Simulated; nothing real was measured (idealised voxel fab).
Proc. module: voxel self aligned vias
The cross-section on display is named cut; it measures 275 nm wide, and its cells are 5 nm squares.
Square cells in a grid make up a cross-section in this document, and the grid is given as bands, listed from the top down, each one or more rows of cells. Heads up on the band format: heights come first, top then bottom, in nm. After that it's the materials left to right, each with its width in nm. A single material flagged "throughout" fills the whole band edge to edge, and "blank" means there's empty space there. Beneath 0, the wafer as received is one material, and that level is where height counting begins. The lowest band goes on downward without a bottom; it is written like "0..down". Quick explanation for "30..40": the width changes in equal steps down the rows of cells, from the first number in the band's top row to the second number in its bottom row. "no alterations made" for a step: no cell of the cross-section changed in that step. Listed in "Voids, sealed": every empty space of 8 or more cells without an open way to the top. Form: width x height at distance, the distance being from the left edge, all in nm. Step line, after settings: the simulator's comment on this step. A step line may carry the setting "overlay nm", which, for steps involving a mask, states the distance by which the mask lay to the right of its intended position; negative values denote displacement to the left.

## Process steps (planned)
| 1 | RECEIVE | material Si |
| 2 | CONFORMAL_DEP | material SiO2 | thk nm 15 |
| 3 | CONFORMAL_DEP | material SiCN | thk nm 5 |
| 4 | DIRECTIONAL_DEP | material SiO2 | thk nm 20 |
| 5 | PATTERN | tone open | mask id LINES | material resist | width nm 20 | pitch nm 70 | thk nm 15 | overlay nm 0 |
| 6 | DIRECTIONAL_ETCH | etch materials SiO2 | depth nm 20 |
| 7 | STRIP | etch materials resist |
| 8 | CONFORMAL_DEP | material TiN | thk nm 5 |
| 9 | FILL_DEP | material W | thk nm 5 |
| 10 | CMP | height nm 40 |
| 11 | SELECTIVE_ETCH | etch materials W Ru TiN | depth nm 5 |
| 12 | FILL_DEP | material SiN | thk nm 5 |
| 13 | CMP | height nm 40 |
| 14 | DIRECTIONAL_DEP | material SiO2 | thk nm 15 |
| 15 | PATTERN | tone open | mask id VIAS | material resist | width nm 40 | pitch nm 140 | thk nm 15 | overlay nm 0 |
| 16 | DIRECTIONAL_ETCH | etch materials SiO2 | depth nm 15 |
| 17 | DIRECTIONAL_ETCH | etch materials SiN | depth nm 5 |
| 18 | STRIP | etch materials resist |
| 19 | CONFORMAL_DEP | material TiN | thk nm 5 |
| 20 | FILL_DEP | material Cu | thk nm 10 |
| 21 | CMP | height nm 55 |
| 22 | CONFORMAL_DEP | material SiN | thk nm 5 |

## Wafer as received: cross-section following step 1
0..down = Si throughout
Voids, sealed: none

## Post-module cross-section of the first of two wafers (run per plan)
60..55 = SiN throughout
55..45 = SiO2 (45), TiN (5), Cu (30), TiN (5), SiO2 (100), TiN (5), Cu (30), TiN (5), SiO2 (50)
45..40 = SiO2 (45), TiN (15), Cu (10), TiN (15), SiO2 (100), TiN (15), Cu (10), TiN (15), SiO2 (50)
40..35 = SiO2 (55), TiN (20), SiO2 (50), SiN (20), SiO2 (50), TiN (20), SiO2 (60)
35..25 = SiO2 (55), TiN (5), W (10), TiN (5), SiO2 (50), TiN (5), W (10), TiN (5), SiO2 (50), TiN (5), W (10), TiN (5), SiO2 (60)
25..20 = SiO2 (55), TiN (20), SiO2 (50), TiN (20), SiO2 (50), TiN (20), SiO2 (60)
20..15 = SiCN throughout
15..0 = SiO2 throughout
0..down = Si throughout
Voids, sealed: none

## Second wafer cross-section at end of module - shared start and plan with the first, one mistake in the run
60..55 = SiN throughout
55..45 = Cu throughout
45..40 = TiN (60), Cu (10), TiN (60), Cu (10), TiN (60), Cu (10), TiN (65)
40..35 = SiO2 (55), TiN (20), SiO2 (50), TiN (20), SiO2 (50), TiN (20), SiO2 (60)
35..25 = SiO2 (55), TiN (5), W (10), TiN (5), SiO2 (50), TiN (5), W (10), TiN (5), SiO2 (50), TiN (5), W (10), TiN (5), SiO2 (60)
25..20 = SiO2 (55), TiN (20), SiO2 (50), TiN (20), SiO2 (50), TiN (20), SiO2 (60)
20..15 = SiCN throughout
15..0 = SiO2 throughout
0..down = Si throughout
Voids, sealed: none
Plan not followed: step 15 of the plan was bypassed and not carried out
The final cell counts differ between the wafers, with the second having more or fewer of some materials than the first: +88 Cu | -4 SiN | -117 SiO2 | +33 TiN
